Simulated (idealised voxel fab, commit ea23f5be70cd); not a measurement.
A process module follows: voxel ribs on slabs.
We display cut, a cross-section 155 nm in width whose square cells are each 5 nm.
A cross-section is written here as square cells arranged in a grid, and it is given in bands from the top down, each band taking up one or more rows of cells. Top, bottom (nm), then materials left to right with widths (nm); lone material tagged "throughout" fills the whole band edge to edge; "blank" = empty space. Basically, 0 is our baseline, since under it the wafer straight out of the box is all one material. The bottom band has no lower end and keeps on going down, so it looks like "from 0 down". Quick explanation for "30 to 40": the width changes in equal steps down the rows of cells, from the first number in the band's top row to the second number in its bottom row. It should be understood that the words "nothing was modified", when stated for a given step, signify that the cross-section underwent no change in any of its cells during that step. "Unvented internal voids": empty spaces of 8 cells or more with no open way to the top, each given as width x height at distance, distance from the left edge, all in nm. Past the settings on a step's line: simulator remark, on that step. You can add "overlay nm" to a step's line. For a step with a mask, it describes how far the mask lay to the right of its planned position, and a negative number describes a lay to the left.
# Planned process steps
1 RECEIVE, material Si
2 DIRECTIONAL_DEP, material SiO2, thk nm 30
3 DIRECTIONAL_DEP, material polySi, thk nm 15
4 MASKED_ETCH, tone cover, mask id RIB, width nm 20, etch materials polySi, depth nm 5, overlay nm 0
5 MASKED_ETCH, tone cover, mask id SLAB, width nm 50, etch materials polySi, depth nm 10, overlay nm 0
6 FILL_DEP, material SiO2, thk nm 25
7 CMP, height nm 60
8 DIRECTIONAL_DEP, material TiN, thk nm 5
9 PATTERN, tone cover, mask id HEATER, material resist, width nm 30, thk nm 20, overlay nm 0
10 DIRECTIONAL_ETCH, etch materials TiN, depth nm 5
11 STRIP, etch materials resist
12 CONFORMAL_DEP, material SiO2, thk nm 10
# As-received wafer cross-section (after step 1)
> from 0 down = Si throughout
> Unvented internal voids: none
# The first of two wafers, cross-sectioned at the end of the module, with the run proceeding as planned
> from 75 to 70 = blank: 50; SiO2: 50; blank: 55
> from 70 to 65 = SiO2 throughout
> from 65 to 60 = SiO2: 60; TiN: 30; SiO2: 65
> from 60 to 45 = SiO2 throughout
> from 45 to 40 = SiO2: 65; polySi: 20; SiO2: 70
> from 40 to 30 = SiO2: 50; polySi: 50; SiO2: 55
> from 30 to 0 = SiO2 throughout
> from 0 down = Si throughout
> Unvented internal voids: none
# Now the second wafer, cross-sectioned at the end of the module. Nothing different at the start, nothing different in the plan compared with the first, just one mistake when it was actually run
> from 75 to 70 = blank: 50; SiO2: 50; blank: 55
> from 70 to 65 = SiO2 throughout
> from 65 to 60 = SiO2: 60; TiN: 30; SiO2: 65
> from 60 to 15 = SiO2 throughout
> from 15 to 0 = polySi throughout
> from 0 down = Si throughout
> Unvented internal voids: none
The mistake made against the process plan was this: steps 2 and 3 got flipped, so each one ran where the other should have
Final difference in cells, second wafer against first, listed per material as more or fewer: -69 SiO2 | +69 polySi
